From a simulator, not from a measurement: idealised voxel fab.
process module | voxel lift off
cross-section cut | 140 nm wide | cells 5 nm
A cross-section is a grid of square cells, given in bands from the top down. A band is one or more rows of cells.
Each band's line starts with the height of the band's top and of its bottom, in nm. Then come its materials from left to right, each with its width in nm. One material with "throughout" fills the band from edge to edge. "air" is empty space.
Height 0 is the level under which the wafer as received is all one material. The lowest band goes on downwards, as in "0 down".
A width such as "30 to 40" changes by the same amount from each row of cells to the next, from the band's top row to its bottom row.
"no change" after a step means that no cell of the cross-section changed.
closed voids: empty space of 8 cells or more with no open way to the top, each as width x height at its distance from the left edge, in nm
after a step's settings: what the simulator itself notes on the step
overlay nm, on a step with a mask: how far to the right of its planned place the mask lay; to the left if negative
plan
1 op RECEIVE | material Si
2 op CONFORMAL_DEP | material Al2O3 | thk nm 15
3 op PATTERN | tone open | mask id LINES | material resist | width nm 15 | pitch nm 40 | thk nm 20 | overlay nm 0
4 op DIRECTIONAL_DEP | material Ru | thk nm 10
5 op STRIP | etch materials resist
6 op CONFORMAL_DEP | material SiO2 | thk nm 10
varied across the wafers: width nm of step 3. The plan shows the first wafer's value. All wafers start alike
first wafer as received, after step 1
  0 down: Si throughout
  closed voids: none
first wafer at the end, after step 6
  35 to 25: air 30 | SiO2 35 | air 5 | SiO2 35 | air 35
  25 to 15: SiO2 40 | Ru 15 | SiO2 25 | Ru 15 | SiO2 45
  15 to 0: Al2O3 throughout
  0 down: Si throughout
  closed voids: none
last wafer at the end
  35 to 25: air 25 | SiO2 85 | air 30
  25 to 15: SiO2 35 | Ru 25 | SiO2 15 | Ru 25 | SiO2 40
  15 to 0: Al2O3 throughout
  0 down: Si throughout
  closed voids: none
each wafer at the end: cells of each material gained (+) or lost (-) since it was received, then its closed voids
width nm 15 | +84 Al2O3 | +12 Ru | +72 SiO2 | closed voids: none
width nm 20 | +84 Al2O3 | +16 Ru | +72 SiO2 | closed voids: none
width nm 25 | +84 Al2O3 | +20 Ru | +70 SiO2 | closed voids: none
